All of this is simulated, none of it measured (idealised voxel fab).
process module | voxel local oxidation
cross-section cut | 175 nm wide | cells 5 nm
A cross-section is a grid of square cells, given in bands from the top down. A band is one or more rows of cells.
Each band's line starts with the height of the band's top and of its bottom, in nm. Then come its materials from left to right, each with its width in nm. One material with "throughout" fills the band from edge to edge. "air" is empty space.
Height 0 is the level under which the wafer as received is all one material. The lowest band goes on downwards, as in "0 down".
A width such as "30 to 40" changes by the same amount from each row of cells to the next, from the band's top row to its bottom row.
"no change" after a step means that no cell of the cross-section changed.
closed voids: empty space of 8 cells or more with no open way to the top, each as width x height at its distance from the left edge, in nm
after a step's settings: what the simulator itself notes on the step
overlay nm, on a step with a mask: how far to the right of its planned place the mask lay; to the left if negative
Each pair below shows a cross-section before one step and the cross-section after it, down to the lowest band that changed. The line under each pair gives the step between them, with its settings. The pairs can come from different runs of this module on the same starting wafer, so a pair continues from the pair above only where its "before" says so.
before
  0 down: Si throughout
  closed voids: none
after
  0 to -5: SiO2 throughout
  below -5: unchanged
  closed voids: none
the step between: op OXIDIZE | depth nm 5
before: the cross-section after the pair above
after
  15 to 0: SiN throughout
  below 0: unchanged
  closed voids: none
the step between: op CONFORMAL_DEP | material SiN | thk nm 15
before: the cross-section after the pair above
after
  30 to 15: air 35 | resist 105 | air 35
  below 15: unchanged
  closed voids: none
the step between: op PATTERN | tone cover | mask id ACTIVE | material resist | width nm 105 | thk nm 15 | overlay nm 0
before: the cross-section after the pair above
after
  30 to 15: air 35 | resist 105 | air 35
  15 to 0: air 35 | SiN 105 | air 35
  below 0: unchanged
  closed voids: none
the step between: op DIRECTIONAL_ETCH | etch materials SiN | depth nm 15
before: the cross-section after the pair above
after
  15 to 0: air 35 | SiN 105 | air 35
  below 0: unchanged
  closed voids: none
the step between: op STRIP | etch materials resist
before: the cross-section after the pair above
after
  15 to 0: air 35 | SiN 105 | air 35
  0 to -5: air 40 | SiO2 95 | air 40
  below -5: unchanged
  closed voids: none
the step between: op SELECTIVE_ETCH | etch materials SiO2 | depth nm 5
before: the cross-section after the pair above
after
  15 to 0: air 35 | SiN 105 | air 35
  0 to -5: air 40 | SiO2 95 | air 40
  -5 to -15: SiO2 50 | Si 75 | SiO2 50
  below -15: unchanged
  closed voids: none
the step between: op OXIDIZE | depth nm 10
before: the cross-section after the pair above
after
  0 to -5: air 40 | SiO2 95 | air 40
  below -5: unchanged
  closed voids: none
the step between: op STRIP | etch materials SiN
before
  30 to 15: air 35 | resist 105 | air 35
  15 to 0: air 35 | SiN 105 | air 35
  0 to -5: SiO2 throughout
  -5 down: Si throughout
  closed voids: none
after
  30 to 15: air 35 | resist 105 | air 35
  15 to 0: air 35 | SiN 105 | air 35
  0 to -5: air 40 | SiO2 95 | air 40
  below -5: unchanged
  closed voids: none
the step between: op SELECTIVE_ETCH | etch materials SiO2 | depth nm 5
before: the cross-section after the pair above
after
  15 to 0: air 35 | SiN 105 | air 35
  below 0: unchanged
  closed voids: none
the step between: op STRIP | etch materials resist
before
  0 down: Si throughout
  closed voids: none
after
  0 to -10: SiO2 throughout
  below -10: unchanged
  closed voids: none
the step between: op OXIDIZE | depth nm 10
before: the cross-section after the pair above
after
  15 to 0: SiN throughout
  below 0: unchanged
  closed voids: none
the step between: op CONFORMAL_DEP | material SiN | thk nm 15
before: the cross-section after the pair above
after
  30 to 15: air 35 | resist 105 | air 35
  below 15: unchanged
  closed voids: none
the step between: op PATTERN | tone cover | mask id ACTIVE | material resist | width nm 105 | thk nm 15 | overlay nm 0
before: the cross-section after the pair above
after
  30 to 15: air 35 | resist 105 | air 35
  15 to 0: air 35 | SiN 105 | air 35
  below 0: unchanged
  closed voids: none
the step between: op DIRECTIONAL_ETCH | etch materials SiN | depth nm 15
before: the cross-section after the pair above
after
  15 to 0: air 35 | SiN 105 | air 35
  below 0: unchanged
  closed voids: none
the step between: op STRIP | etch materials resist
before: the cross-section after the pair above
after
  15 to 0: air 35 | SiN 105 | air 35
  0 to -5: air 40 | SiO2 95 | air 40
  below -5: unchanged
  closed voids: none
the step between: op SELECTIVE_ETCH | etch materials SiO2 | depth nm 5
before: the cross-section after the pair above
after
  0 to -5: air 40 | SiO2 95 | air 40
  below -5: unchanged
  closed voids: none
the step between: op STRIP | etch materials SiN
before
  15 to 0: SiN throughout
  0 to -5: SiO2 throughout
  -5 down: Si throughout
  closed voids: none
after
  30 to 15: air 35 | resist 110 | air 30
  below 15: unchanged
  closed voids: none
the step between: op PATTERN | tone cover | mask id ACTIVE | material resist | width nm 110 | thk nm 15 | overlay nm 0
before: the cross-section after the pair above
after
  30 to 15: air 35 | resist 110 | air 30
  15 to 0: air 35 | SiN 110 | air 30
  below 0: unchanged
  closed voids: none
the step between: op DIRECTIONAL_ETCH | etch materials SiN | depth nm 15
before: the cross-section after the pair above
after
  15 to 0: air 35 | SiN 110 | air 30
  below 0: unchanged
  closed voids: none
the step between: op STRIP | etch materials resist
before: the cross-section after the pair above
after
  15 to 0: air 35 | SiN 110 | air 30
  0 to -5: air 40 | SiO2 100 | air 35
  below -5: unchanged
  closed voids: none
the step between: op SELECTIVE_ETCH | etch materials SiO2 | depth nm 5
before: the cross-section after the pair above
after
  15 to 0: air 35 | SiN 110 | air 30
  0 to -5: air 40 | SiO2 100 | air 35
  -5 to -15: SiO2 50 | Si 80 | SiO2 45
  below -15: unchanged
  closed voids: none
the step between: op OXIDIZE | depth nm 10
before: the cross-section after the pair above
after
  0 to -5: air 40 | SiO2 100 | air 35
  below -5: unchanged
  closed voids: none
the step between: op STRIP | etch materials SiN
before
  15 to 0: SiN throughout
  0 to -5: SiO2 throughout
  -5 down: Si throughout
  closed voids: none
after
  30 to 15: air 45 | resist 105 | air 25
  below 15: unchanged
  closed voids: none
the step between: op PATTERN | tone cover | mask id ACTIVE | material resist | width nm 105 | thk nm 15 | overlay nm 10
before: the cross-section after the pair above
after
  30 to 15: air 45 | resist 105 | air 25
  15 to 0: air 45 | SiN 105 | air 25
  below 0: unchanged
  closed voids: none
the step between: op DIRECTIONAL_ETCH | etch materials SiN | depth nm 15
before: the cross-section after the pair above
after
  15 to 0: air 45 | SiN 105 | air 25
  below 0: unchanged
  closed voids: none
the step between: op STRIP | etch materials resist
before: the cross-section after the pair above
after
  15 to 0: air 45 | SiN 105 | air 25
  0 to -5: air 50 | SiO2 95 | air 30
  below -5: unchanged
  closed voids: none
the step between: op SELECTIVE_ETCH | etch materials SiO2 | depth nm 5
before: the cross-section after the pair above
after
  15 to 0: air 45 | SiN 105 | air 25
  0 to -5: air 50 | SiO2 95 | air 30
  -5 to -15: SiO2 60 | Si 75 | SiO2 40
  below -15: unchanged
  closed voids: none
the step between: op OXIDIZE | depth nm 10
before: the cross-section after the pair above
after
  0 to -5: air 50 | SiO2 95 | air 30
  below -5: unchanged
  closed voids: none
the step between: op STRIP | etch materials SiN
before
  0 to -5: SiO2 throughout
  -5 down: Si throughout
  closed voids: none
after
  15 to -5: SiO2 throughout
  below -5: unchanged
  closed voids: none
the step between: op CONFORMAL_DEP | material SiO2 | thk nm 15
before: the cross-section after the pair above
after
  30 to 15: air 35 | resist 105 | air 35
  below 15: unchanged
  closed voids: none
the step between: op PATTERN | tone cover | mask id ACTIVE | material resist | width nm 105 | thk nm 15 | overlay nm 0
before: the cross-section after the pair above
after
  15 to -5: SiO2 throughout
  below -5: unchanged
  closed voids: none
the step between: op STRIP | etch materials resist
before: the cross-section after the pair above
after
  10 to -5: SiO2 throughout
  below -5: unchanged
  closed voids: none
the step between: op SELECTIVE_ETCH | etch materials SiO2 | depth nm 5
before
  15 to 0: SiN throughout
  0 to -5: SiO2 throughout
  -5 down: Si throughout
  closed voids: none
after
  30 to 15: resist 35 | air 105 | resist 35
  below 15: unchanged
  closed voids: none
the step between: op PATTERN | tone open | mask id ACTIVE | material resist | width nm 105 | thk nm 15 | overlay nm 0
before: the cross-section after the pair above
after
  30 to 15: resist 35 | air 105 | resist 35
  15 to 0: SiN 35 | air 105 | SiN 35
  below 0: unchanged
  closed voids: none
the step between: op DIRECTIONAL_ETCH | etch materials SiN | depth nm 15
before: the cross-section after the pair above
after
  15 to 0: SiN 35 | air 105 | SiN 35
  below 0: unchanged
  closed voids: none
the step between: op STRIP | etch materials resist
before: the cross-section after the pair above
after
  15 to 0: SiN 35 | air 105 | SiN 35
  0 to -5: SiO2 30 | air 115 | SiO2 30
  below -5: unchanged
  closed voids: none
the step between: op SELECTIVE_ETCH | etch materials SiO2 | depth nm 5
before: the cross-section after the pair above
after
  15 to 0: SiN 35 | air 105 | SiN 35
  0 to -5: SiO2 30 | air 115 | SiO2 30
  -5 to -15: Si 20 | SiO2 135 | Si 20
  below -15: unchanged
  closed voids: none
the step between: op OXIDIZE | depth nm 10
before: the cross-section after the pair above
after
  0 to -5: SiO2 30 | air 115 | SiO2 30
  below -5: unchanged
  closed voids: none
the step between: op STRIP | etch materials SiN
